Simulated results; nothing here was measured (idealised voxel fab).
Presented below is a process module, voxel self aligned vias.
Cross-section cut spans 260 nm and uses square cells 5 nm in size.
In this document a cross-section is written as a grid of square cells. It is given as a series of bands, listed from the top down, and a band is one or more rows of cells. Band: top and bottom heights (nm) first, top before bottom; then materials from left to right, widths in nm. "everywhere" marks a sole material filling the band edge to edge. "air" denotes empty space. All heights in this document are referenced to 0, defined as the level beneath which the wafer, as received, consists entirely of one material. The lowest band is not bounded below; it extends indefinitely downward and is written in the form "0 -> down". Width "30->40": first value at the band's top row of cells, second value at its bottom row, equal change from row to row. "remained the same" after a step means that no cell of the cross-section changed. Each empty space that has no open way to the top and spans at least 8 cells appears under "Enclosed void list" as width x height at distance, the distance counted from the left edge, all in nm. On a step's line, text after the settings is the simulator commenting on that step. "overlay nm" on a masked step: distance the mask lay right of its planned place, negative for left.

## This section lists the process steps that were planned
| 1 | RECEIVE,material Si |
| 2 | CONFORMAL_DEP,material SiO2,thk nm 10 |
| 3 | CONFORMAL_DEP,material SiCN,thk nm 5 |
| 4 | DIRECTIONAL_DEP,material SiO2,thk nm 30 |
| 5 | MASKED_ETCH,tone open,mask id LINES,width nm 20,pitch nm 55,etch materials SiO2,depth nm 30,overlay nm 0 |
| 6 | CONFORMAL_DEP,material TiN,thk nm 5 |
| 7 | FILL_DEP,material Ru,thk nm 5 |
| 8 | CMP,height nm 45 |
| 9 | SELECTIVE_ETCH,etch materials W Ru TiN,depth nm 5 |
| 10 | FILL_DEP,material SiN,thk nm 5 |
| 11 | CMP,height nm 45 |
| 12 | DIRECTIONAL_DEP,material SiO2,thk nm 15 |
| 13 | MASKED_ETCH,tone open,mask id VIAS,width nm 30,pitch nm 55,etch materials SiO2,depth nm 15,overlay nm 0 |
| 14 | MASKED_ETCH,tone open,mask id VIAS,width nm 30,pitch nm 55,etch materials SiN,depth nm 5,overlay nm 0 |
| 15 | CONFORMAL_DEP,material TiN,thk nm 5 |
| 16 | FILL_DEP,material Cu,thk nm 10 |
| 17 | CMP,height nm 60 |
| 18 | CONFORMAL_DEP,material SiN,thk nm 5 |

## Delivered wafer in cross-section: state after step 1
  0 -> down  Si everywhere
  Enclosed void list: none

## Final wafer profile in cross-section after the module, from the same start and plan as above, with one mistake made during processing
  75 -> 70  SiN everywhere
  70 -> 65  Cu everywhere
  65 -> 60  65 TiN; 20 Cu; 35 TiN; 20 Cu; 35 TiN; 20 Cu; 65 TiN
  60 -> 50  60 SiO2; 5 TiN; 20 Cu; 5 TiN; 25 SiO2; 5 TiN; 20 Cu; 5 TiN; 25 SiO2; 5 TiN; 20 Cu; 5 TiN; 60 SiO2
  50 -> 45  60 SiO2; 10 TiN; 10 Cu; 10 TiN; 25 SiO2; 10 TiN; 10 Cu; 10 TiN; 25 SiO2; 10 TiN; 10 Cu; 10 TiN; 60 SiO2
  45 -> 40  65 SiO2; 20 TiN; 35 SiO2; 20 TiN; 35 SiO2; 20 TiN; 65 SiO2
  40 -> 20  65 SiO2; 5 TiN; 10 Ru; 5 TiN; 35 SiO2; 5 TiN; 10 Ru; 5 TiN; 35 SiO2; 5 TiN; 10 Ru; 5 TiN; 65 SiO2
  20 -> 15  65 SiO2; 20 TiN; 35 SiO2; 20 TiN; 35 SiO2; 20 TiN; 65 SiO2
  15 -> 10  SiCN everywhere
  10 -> 0  SiO2 everywhere
  0 -> down  Si everywhere
  Enclosed void list: none
Short version of what went wrong: step 17 deviated from plan and actually ran as CMP,height nm 70
